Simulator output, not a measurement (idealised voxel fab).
The process module that follows is named voxel trench capacitor.
For reference, the cross-section in this document is cut, with width 230 nm and square cells of 5 nm.
Reading order for cross-sections: top band down to bottom band. Underlying form: a grid of square cells. Band size: one or more rows of cells.
What a band's entry tells you: where the top is and where the bottom is, as heights in nm, and after that what lies inside, material by material from left to right, each with its width in nm. Empty space is written as the word "air", and a single material marked with the word "everywhere" occupies the band from edge to edge.
Heights are expressed relative to 0, this being the level below which the as-received wafer comprises one material exclusively. The lowest band is unbounded in the downward direction and is denoted as in "z 0 and below".
When a width is written as two numbers, as in "30 to 40", the first number is the width in the top row of cells of the band and the second is the width in its bottom row, and the width changes by the same amount from each row to the next.
You'll sometimes find "everything unchanged" written for a step, and that's the way of saying that nowhere in the cross-section did a cell change during that step.
Basically, "Trapped cavities" tells you about the enclosed voids: empty spaces with no open way to the top, 8 cells or bigger, each written width x height at distance, where distance is from the left edge, all in nm.
Whatever follows a step's settings on its line is a remark the simulator itself makes about that step.
"overlay nm" denotes, for a step that has a mask, the displacement of the mask to the right of its planned place, with negative values corresponding to the left.
Planned process steps:
- 1: RECEIVE with material Si
- 2: CONFORMAL_DEP with material SiN, thk nm 5
- 3: DIRECTIONAL_DEP with material aC, thk nm 15
- 4: PATTERN with tone open, mask id TRENCH, material resist, width nm 20, pitch nm 40, thk nm 30, overlay nm 0
- 5: DIRECTIONAL_ETCH with etch materials aC, depth nm 15
- 6: STRIP with etch materials resist
- 7: DIRECTIONAL_ETCH with etch materials SiN, depth nm 5
- 8: DIRECTIONAL_ETCH with etch materials Si, depth nm 25
- 9: STRIP with etch materials aC
- 10: CONFORMAL_DEP with material SiO2, thk nm 5
- 11: FILL_DEP with material polySi, thk nm 10
- 12: CMP with height nm 5
Cross-section of the wafer at receipt, which is the condition after step 1:
    z 0 and below  Si everywhere
    Trapped cavities: none
The plan above was carried out on the starting structure above with one mistake, and this cross-section shows the wafer at the end of the module:
    z 5 to 0  SiN: 85, then SiO2: 5, then polySi: 10, then SiO2: 5, then SiN: 20, then SiO2: 5, then polySi: 10, then SiO2: 5, then SiN: 85
    z 0 to -45  Si: 85, then SiO2: 5, then polySi: 10, then SiO2: 5, then Si: 20, then SiO2: 5, then polySi: 10, then SiO2: 5, then Si: 85
    z -45 to -50  Si: 85, then SiO2: 20, then Si: 20, then SiO2: 20, then Si: 85
    z -50 and below  Si everywhere
    Trapped cavities: none
It is concluded that the wafer was processed incorrectly with respect to the plan, in that heads up, step 8 of the plan got done twice
